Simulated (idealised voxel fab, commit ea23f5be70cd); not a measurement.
A process module follows: voxel transistor to metal.
FYI the section here is cut, 270 nm wide, cells are 5 nm squares.
Cross-sections here: square-cell grids, written as top-down lists of bands, a band being one or more rows of cells. What a band's entry tells you: where the top is and where the bottom is, as heights in nm, and after that what lies inside, material by material from left to right, each with its width in nm. Empty space is written as the word "air", and a single material marked with the word "all across" occupies the band from edge to edge. Heights are measured from 0, the level below which the as-received wafer is all one material; the lowest band has no bottom and continues downward, written as in "0 -> down". It should be noted that a width expressed as "30->40" varies in equal increments from row to row of cells within the band, taking the value of the first number at the top row and that of the second number at the bottom row. "no modification" means the step left every cell of the cross-section as it was. Listed in "Fully sealed voids": every empty space of 8 or more cells without an open way to the top. Form: width x height at distance, the distance being from the left edge, all in nm. What comes after the settings on a step's line is commentary from the simulator itself on that step. "overlay nm", when on a step's line for a step with a mask, measures how far to the right of its planned place the mask lay; a negative measure means to the left.
[List of planned process steps]
1) op RECEIVE | material Si
2) op OXIDIZE | depth nm 5
3) op CONFORMAL_DEP | material SiN | thk nm 10
4) op MASKED_ETCH | tone cover | mask id ACTIVE | width nm 110 | pitch nm 130 | etch materials SiN | depth nm 10 | overlay nm 0
5) op MASKED_ETCH | tone cover | mask id ACTIVE | width nm 110 | pitch nm 130 | etch materials SiO2 | depth nm 5 | overlay nm 0
6) op MASKED_ETCH | tone cover | mask id ACTIVE | width nm 110 | pitch nm 130 | etch materials Si | depth nm 20 | overlay nm 0
7) op FILL_DEP | material SiO2 | thk nm 5
8) op CMP | height nm 10
9) op SELECTIVE_ETCH | etch materials SiO2 | depth nm 5
10) op STRIP | etch materials SiN
11) op SELECTIVE_ETCH | etch materials SiO2 | depth nm 5
12) op OXIDIZE | depth nm 5
13) op DIRECTIONAL_DEP | material polySi | thk nm 25
14) op DIRECTIONAL_DEP | material SiCN | thk nm 10
15) op PATTERN | tone cover | mask id GATE | material resist | width nm 20 | pitch nm 130 | thk nm 20 | overlay nm 0
16) op DIRECTIONAL_ETCH | etch materials SiCN | depth nm 20
17) op DIRECTIONAL_ETCH | etch materials polySi | depth nm 35
18) op STRIP | etch materials resist
19) op CONFORMAL_DEP | material SiN | thk nm 5
20) op DIRECTIONAL_ETCH | etch materials SiN | depth nm 5
21) op DIRECTIONAL_ETCH | etch materials SiO2 | depth nm 5
22) op EPI | material SiGe | thk nm 5
23) op FILL_DEP | material SiO2 | thk nm 10
24) op CMP | height nm 30
25) op DIRECTIONAL_DEP | material SiO2 | thk nm 10
26) op PATTERN | tone open | mask id CONTACT | material resist | width nm 30 | thk nm 20 | overlay nm 0
27) op DIRECTIONAL_ETCH | etch materials SiO2 | depth nm 45
28) op STRIP | etch materials resist
29) op CONFORMAL_DEP | material TiN | thk nm 5
30) op FILL_DEP | material Ru | thk nm 10
31) op CMP | height nm 40
32) op DIRECTIONAL_DEP | material TiN | thk nm 5
33) op DIRECTIONAL_DEP | material W | thk nm 15
34) op PATTERN | tone cover | mask id METAL_1 | material resist | width nm 20 | thk nm 15 | overlay nm 0
35) op DIRECTIONAL_ETCH | etch materials W | depth nm 15
36) op DIRECTIONAL_ETCH | etch materials TiN | depth nm 5
37) op STRIP | etch materials resist
38) op CONFORMAL_DEP | material SiN | thk nm 5
39) op FILL_DEP | material SiO2 | thk nm 5
40) op CMP | height nm 60
41) op CONFORMAL_DEP | material SiN | thk nm 5
[Here's what the wafer looked like in cross-section when it arrived - that's after step 1]
    0 -> down  Si all across
    Fully sealed voids: none
[The cross-section shown corresponds to the wafer at the conclusion of the module. The initial structure and the process plan are those presented above; however, one mistake occurred in executing the plan]
    65 -> 60  SiN all across
    60 -> 55  SiN=25  TiN=20  SiN=50  TiN=20  SiN=40  TiN=20  SiN=50  TiN=20  SiN=25
    55 -> 45  Ru all across
    45 -> 40  TiN=30  Ru=20  TiN=40  Ru=20  TiN=50  Ru=20  TiN=40  Ru=20  TiN=30
    40 -> 30  SiO2=25  TiN=5  Ru=20  TiN=5  SiO2=30  TiN=5  Ru=20  TiN=5  SiO2=40  TiN=5  Ru=20  TiN=5  SiO2=30  TiN=5  Ru=20  TiN=5  SiO2=25
    30 -> 20  SiO2=25  TiN=5  Ru=20  TiN=5  SiN=5  SiCN=20  SiN=5  TiN=5  Ru=20  TiN=5  SiO2=40  TiN=5  Ru=20  TiN=5  SiN=5  SiCN=20  SiN=5  TiN=5  Ru=20  TiN=5  SiO2=25
    20 -> 0  SiO2=25  TiN=5  Ru=20  TiN=5  SiN=5  polySi=20  SiN=5  TiN=5  Ru=20  TiN=5  SiO2=40  TiN=5  Ru=20  TiN=5  SiN=5  polySi=20  SiN=5  TiN=5  Ru=20  TiN=5  SiO2=25
    0 -> -5  SiO2=10  SiN=5  SiO2=10  TiN=30  SiN=5  polySi=20  SiN=5  TiN=30  SiO2=10  SiN=5  SiO2=10  SiN=5  SiO2=10  TiN=30  SiN=5  polySi=20  SiN=5  TiN=30  SiO2=10  SiN=5  SiO2=10
    -5 -> -10  SiO2=15  SiGe=40  SiO2=30  SiGe=40  SiO2=20  SiGe=40  SiO2=30  SiGe=40  SiO2=15
    -10 -> -25  SiO2=15  Si=110  SiO2=20  Si=110  SiO2=15
    -25 -> down  Si all across
    Fully sealed voids: none
Error vs. plan: step 31 was dropped from the plan's execution and never run
